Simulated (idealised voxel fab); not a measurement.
process module | voxel capacitor over wiring
cross-section cut | 275 nm wide | cells 5 nm
A cross-section is a grid of square cells, given in bands from the top down. A band is one or more rows of cells.
Each band's line starts with the height of the band's top and of its bottom, in nm. Then come its materials from left to right, each with its width in nm. One material with "throughout" fills the band from edge to edge. "air" is empty space.
Height 0 is the level under which the wafer as received is all one material. The lowest band goes on downwards, as in "0 down".
A width such as "30 to 40" changes by the same amount from each row of cells to the next, from the band's top row to its bottom row.
"no change" after a step means that no cell of the cross-section changed.
closed voids: empty space of 8 cells or more with no open way to the top, each as width x height at its distance from the left edge, in nm
after a step's settings: what the simulator itself notes on the step
overlay nm, on a step with a mask: how far to the right of its planned place the mask lay; to the left if negative
plan
1 op RECEIVE | material Si
2 op CONFORMAL_DEP | material SiO2 | thk nm 10
3 op DIRECTIONAL_DEP | material TiN | thk nm 5
4 op DIRECTIONAL_DEP | material W | thk nm 20
5 op PATTERN | tone cover | mask id METAL_1 | material resist | width nm 30 | pitch nm 95 | thk nm 15 | overlay nm 0
6 op DIRECTIONAL_ETCH | etch materials W | depth nm 20
7 op DIRECTIONAL_ETCH | etch materials TiN | depth nm 5
8 op STRIP | etch materials resist
9 op FILL_DEP | material lowk | thk nm 10
10 op CMP | height nm 35
11 op CONFORMAL_DEP | material SiCN | thk nm 5
12 op DIRECTIONAL_DEP | material lowk | thk nm 10
13 op DIRECTIONAL_DEP | material aC | thk nm 15
14 op PATTERN | tone open | mask id PLUG_1 | material resist | width nm 15 | thk nm 35 | overlay nm 0
15 op DIRECTIONAL_ETCH | etch materials aC | depth nm 15
16 op STRIP | etch materials resist
17 op DIRECTIONAL_ETCH | etch materials lowk | depth nm 10
18 op DIRECTIONAL_ETCH | etch materials SiCN | depth nm 5
19 op STRIP | etch materials aC
20 op EPI | material Ru | thk nm 10
21 op EPI | material Ru | thk nm 5
22 op DIRECTIONAL_DEP | material TiN | thk nm 10
23 op DIRECTIONAL_DEP | material SiN | thk nm 5
24 op DIRECTIONAL_DEP | material TiN | thk nm 5
25 op MASKED_ETCH | tone cover | mask id UPPER_PLATE | width nm 70 | etch materials TiN | depth nm 5 | overlay nm 0
26 op MASKED_ETCH | tone cover | mask id UPPER_PLATE | width nm 70 | etch materials SiN | depth nm 5 | overlay nm 0
27 op MASKED_ETCH | tone cover | mask id LOWER_PLATE | width nm 80 | etch materials TiN | depth nm 10 | overlay nm 0
28 op FILL_DEP | material SiO2 | thk nm 15
29 op CMP | height nm 80
30 op DIRECTIONAL_DEP | material aC | thk nm 10
31 op PATTERN | tone open | mask id PLUG_2 | material resist | width nm 15 | thk nm 25 | overlay nm 0
32 op DIRECTIONAL_ETCH | etch materials aC | depth nm 10
33 op STRIP | etch materials resist
34 op DIRECTIONAL_ETCH | etch materials SiO2 | depth nm 10
35 op STRIP | etch materials aC
36 op CONFORMAL_DEP | material TiN | thk nm 5
37 op FILL_DEP | material Cu | thk nm 10
38 op CMP | height nm 80
39 op CONFORMAL_DEP | material SiCN | thk nm 5
as received, after step 1
  0 down: Si throughout
  closed voids: none
a wafer at the end: this start, this plan, one mistake
  85 to 80: SiCN throughout
  80 to 75: SiO2 100 | TiN 5 | Cu 5 | TiN 5 | SiO2 160
  75 to 65: SiO2 100 to 90 | TiN 15 to 70 | SiO2 160 to 115
  65 to 60: SiO2 90 | SiN 70 | SiO2 115
  60 to 50: SiO2 85 | TiN 80 | SiO2 110
  50 to 40: lowk 85 | Ru 15 | lowk 175
  40 to 35: SiCN 85 | Ru 15 | SiCN 175
  35 to 15: lowk 75 | W 30 | lowk 65 | W 30 | lowk 75
  15 to 10: lowk 75 | TiN 30 | lowk 65 | TiN 30 | lowk 75
  10 to 0: SiO2 throughout
  0 down: Si throughout
  closed voids: none
what went wrong: step 14 ran as: op PATTERN | tone open | mask id PLUG_1 | material resist | width nm 15 | thk nm 35 | overlay nm -5
